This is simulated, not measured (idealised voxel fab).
Process module, titled voxel transistor to metal
Xsec cut, 155 nm wide, square cell size 5 nm.
How to read a cross-section here: the picture is a grid of square cells, written as bands going from the top down, and any band can span one or more rows of cells.
Within each band entry, the heights of the top and of the bottom of the band appear first, in that order and in nm; the materials of the band then follow from left to right, each with its corresponding width in nm. The designation "all across" on a single material indicates that it fills the band from edge to edge; the designation "empty" indicates empty space.
The level at which height equals 0 is the one under which the wafer, as it arrives, is entirely one material. No lower edge exists for the bottom band, which continues downward and is notated as in "0 -> down".
Per-row width for "30->40": begins at first number (top row of band), ends at second number (bottom row), increment between rows held constant.
The cross-section has no changed cell in any step marked "remained unchanged".
Each empty space that has no open way to the top and spans at least 8 cells appears under "Unvented cavities" as width x height at distance, the distance counted from the left edge, all in nm.
Where a step's line continues beyond its settings, the continuation is a remark by the simulator itself on that step.
Steps that use a mask can have "overlay nm" on their line. It says how far the mask sat to the right of where it was meant to be. Negative means to the left.

# Set out below are the planned steps of the process
1: RECEIVE, material Si
2: CONFORMAL_DEP, material SiO2, thk nm 5
3: CONFORMAL_DEP, material SiN, thk nm 15
4: MASKED_ETCH, tone cover, mask id ACTIVE, width nm 95, etch materials SiN, depth nm 15, overlay nm 0
5: MASKED_ETCH, tone cover, mask id ACTIVE, width nm 95, etch materials SiO2, depth nm 5, overlay nm 0
6: MASKED_ETCH, tone cover, mask id ACTIVE, width nm 95, etch materials Si, depth nm 25, overlay nm 0
7: FILL_DEP, material SiO2, thk nm 5
8: CMP, height nm 20
9: SELECTIVE_ETCH, etch materials SiO2, depth nm 15
10: STRIP, etch materials SiN
11: SELECTIVE_ETCH, etch materials SiO2, depth nm 5
12: OXIDIZE, depth nm 5
13: DIRECTIONAL_DEP, material polySi, thk nm 20
14: DIRECTIONAL_DEP, material SiCN, thk nm 10
15: DIRECTIONAL_DEP, material aC, thk nm 10
16: PATTERN, tone cover, mask id GATE, material resist, width nm 25, thk nm 25, overlay nm 0
17: DIRECTIONAL_ETCH, etch materials aC, depth nm 10
18: STRIP, etch materials resist
19: DIRECTIONAL_ETCH, etch materials SiCN, depth nm 20
20: DIRECTIONAL_ETCH, etch materials polySi, depth nm 30
21: STRIP, etch materials aC
22: CONFORMAL_DEP, material SiO2, thk nm 5
23: DIRECTIONAL_ETCH, etch materials SiO2, depth nm 5
24: CONFORMAL_DEP, material SiN, thk nm 5
25: DIRECTIONAL_ETCH, etch materials SiN, depth nm 5
26: DIRECTIONAL_ETCH, etch materials SiO2, depth nm 5
27: EPI, material pSi, thk nm 5
28: FILL_DEP, material SiO2, thk nm 10
29: CMP, height nm 20
30: STRIP, etch materials polySi
31: SELECTIVE_ETCH, etch materials SiO2, depth nm 5
32: CONFORMAL_DEP, material HfO2, thk nm 5
33: CONFORMAL_DEP, material TiN, thk nm 5
34: FILL_DEP, material W, thk nm 5
35: CMP, height nm 15
36: DIRECTIONAL_DEP, material SiO2, thk nm 15
37: MASKED_ETCH, tone open, mask id CONTACT, width nm 15, pitch nm 70, etch materials SiO2, depth nm 30, overlay nm 0
38: CONFORMAL_DEP, material TiN, thk nm 5
39: FILL_DEP, material Ru, thk nm 5
40: CMP, height nm 30
41: DIRECTIONAL_DEP, material TiN, thk nm 5
42: DIRECTIONAL_DEP, material W, thk nm 15
43: PATTERN, tone cover, mask id METAL_1, material resist, width nm 15, pitch nm 70, thk nm 15, overlay nm 0
44: DIRECTIONAL_ETCH, etch materials W, depth nm 15
45: DIRECTIONAL_ETCH, etch materials TiN, depth nm 5
46: STRIP, etch materials resist
47: CONFORMAL_DEP, material SiCN, thk nm 5
48: FILL_DEP, material SiO2, thk nm 5
49: CMP, height nm 50
50: CONFORMAL_DEP, material SiCN, thk nm 5
51: DIRECTIONAL_DEP, material SiO2, thk nm 35
52: PATTERN, tone open, mask id METAL_2, material resist, width nm 15, pitch nm 70, thk nm 20, overlay nm 0
53: DIRECTIONAL_ETCH, etch materials SiO2, depth nm 20
54: STRIP, etch materials resist
55: PATTERN, tone open, mask id METAL_2_HOLES, material resist, width nm 15, pitch nm 70, thk nm 15, overlay nm 0
56: DIRECTIONAL_ETCH, etch materials SiO2, depth nm 15
57: DIRECTIONAL_ETCH, etch materials SiCN, depth nm 5
58: STRIP, etch materials resist
59: CONFORMAL_DEP, material TiN, thk nm 5
60: FILL_DEP, material Ru, thk nm 5
61: CMP, height nm 90
62: CONFORMAL_DEP, material SiCN, thk nm 5

# As-received state of the wafer in cross-section, equivalent to post-step 1
0 -> down  Si all across
Unvented cavities: none

# Sectioned view, first of two wafers, at the close of the module, processed as intended in the plan
95 -> 90  SiCN all across
90 -> 55  SiO2=35; TiN=5; Ru=5; TiN=5; SiO2=55; TiN=5; Ru=5; TiN=5; SiO2=35
55 -> 50  SiCN=35; TiN=15; SiCN=55; TiN=15; SiCN=35
50 -> 35  SiO2=30; SiCN=5; W=15; SiCN=5; SiO2=45; SiCN=5; W=15; SiCN=5; SiO2=30
35 -> 30  SiCN=35; TiN=15; SiCN=55; TiN=15; SiCN=35
30 -> 15  SiO2=35; TiN=5; Ru=5; TiN=5; SiO2=55; TiN=5; Ru=5; TiN=5; SiO2=35
15 -> 5  SiO2=35; TiN=5; Ru=5; TiN=5; SiO2=5; SiN=5; HfO2=5; TiN=5; W=15; TiN=5; HfO2=5; SiN=5; SiO2=5; TiN=5; Ru=5; TiN=5; SiO2=35
5 -> 0  SiO2=35; TiN=15; SiO2=5; SiN=5; HfO2=5; TiN=25; HfO2=5; SiN=5; SiO2=5; TiN=15; SiO2=35
0 -> -5  SiO2=25; pSi=30; SiO2=5; HfO2=35; SiO2=5; pSi=30; SiO2=25
-5 -> -25  SiO2=30; Si=95; SiO2=30
-25 -> down  Si all across
Unvented cavities: none

# second wafer at the end: like start, like plan, one mistake
95 -> 90  SiCN all across
90 -> 55  SiO2=35; TiN=5; Ru=5; TiN=5; SiO2=55; TiN=5; Ru=5; TiN=5; SiO2=35
55 -> 50  SiCN=35; TiN=15; SiCN=55; TiN=15; SiCN=35
50 -> 35  SiO2=30; SiCN=5; W=15; SiCN=5; SiO2=45; SiCN=5; W=15; SiCN=5; SiO2=30
35 -> 30  SiCN=35; TiN=15; SiCN=55; TiN=15; SiCN=35
30 -> 15  SiO2=35; TiN=5; Ru=5; TiN=5; SiO2=55; TiN=5; Ru=5; TiN=5; SiO2=35
15 -> 10  SiO2=35; TiN=5; Ru=5; TiN=5; SiO2=5; SiN=5; HfO2=5; TiN=5; W=15; TiN=5; HfO2=5; SiN=5; SiO2=5; TiN=5; Ru=5; TiN=5; SiO2=35
10 -> 5  SiO2=35; TiN=15; SiO2=5; SiN=5; HfO2=5; TiN=25; HfO2=5; SiN=5; SiO2=5; TiN=15; SiO2=35
5 -> 0  SiO2=25; SiN=5; SiO2=5; pSi=20; SiO2=5; HfO2=35; SiO2=5; pSi=20; SiO2=5; SiN=5; SiO2=25
0 -> -5  SiO2=40; Si=75; SiO2=40
-5 -> -25  SiO2=30; Si=95; SiO2=30
-25 -> down  Si all across
Unvented cavities: none
Run error: the processing plan was not followed for steps 10 and 11, which were run with their positions exchanged
Final cells, second wafer relative to first, materials higher or lower: HfO2 -2; Ru -2; Si +15; SiO2 +2; TiN -6; W -3; pSi -4
